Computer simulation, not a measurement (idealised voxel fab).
Process module in this document: voxel spacer lines
Cross-section cut spans 225 nm and uses square cells 5 nm in size.
Each cross-section below is a grid of square cells, stated as bands in top-down order, with one or more rows of cells making up each band. Read a band's entry like this: the first values are the height of its top and the height of its bottom in nm, and what follows is the sequence of materials from left to right, each with its width in nm. Note that "air" is empty space, and that a single material marked "edge to edge" reaches across the band from edge to edge. Beneath 0, the wafer as received is one material, and that level is where height counting begins. The lowest band goes on downward without a bottom; it is written like "z 0 and below". Think of "30 to 40" as a width that walks from the first number to the second as you go down the band, top row to bottom row, taking equal-sized steps from row to row. The designation "remained the same", where it is given for a processing step, indicates that no cell of the cross-section was altered in the course of that step. The list in "Closed empty spaces" covers empty spaces of 8 cells or more that cannot reach the top through any open way, and it gives each as width x height at distance; the distance is from the left edge, and width, height and distance are in nm. Text after the settings on a step's line: the simulator's own remark on that step. On any step carrying a mask, the "overlay nm" setting, if present on the step's line, tells how far right of its planned place the mask lay; negative values point to the left.

[List of planned process steps]
1,op RECEIVE | material Si
2,op CONFORMAL_DEP | material SiO2 | thk nm 5
3,op DIRECTIONAL_DEP | material polySi | thk nm 20
4,op DIRECTIONAL_DEP | material aC | thk nm 25
5,op PATTERN | tone cover | mask id MANDREL | material resist | width nm 15 | pitch nm 60 | thk nm 30 | overlay nm 0
6,op DIRECTIONAL_ETCH | etch materials aC | depth nm 25
7,op STRIP | etch materials resist
8,op CONFORMAL_DEP | material SiN | thk nm 15
9,op DIRECTIONAL_ETCH | etch materials SiN | depth nm 15
10,op STRIP | etch materials aC
11,op DIRECTIONAL_ETCH | etch materials polySi | depth nm 20
12,op STRIP | etch materials SiN

[Wafer as received: cross-section following step 1]
z 0 and below | Si edge to edge
Closed empty spaces: none

[Wafer cross-section at end of module: start and plan as shown above, one execution error]
z 45 to 25 | 60 of air, 15 of polySi, 15 of air, 15 of polySi, 15 of air, 15 of polySi, 15 of air, 15 of polySi, 60 of air
z 25 to 5 | polySi edge to edge
z 5 to 0 | SiO2 edge to edge
z 0 and below | Si edge to edge
Closed empty spaces: none
what went wrong: step 3 of the plan was executed twice over
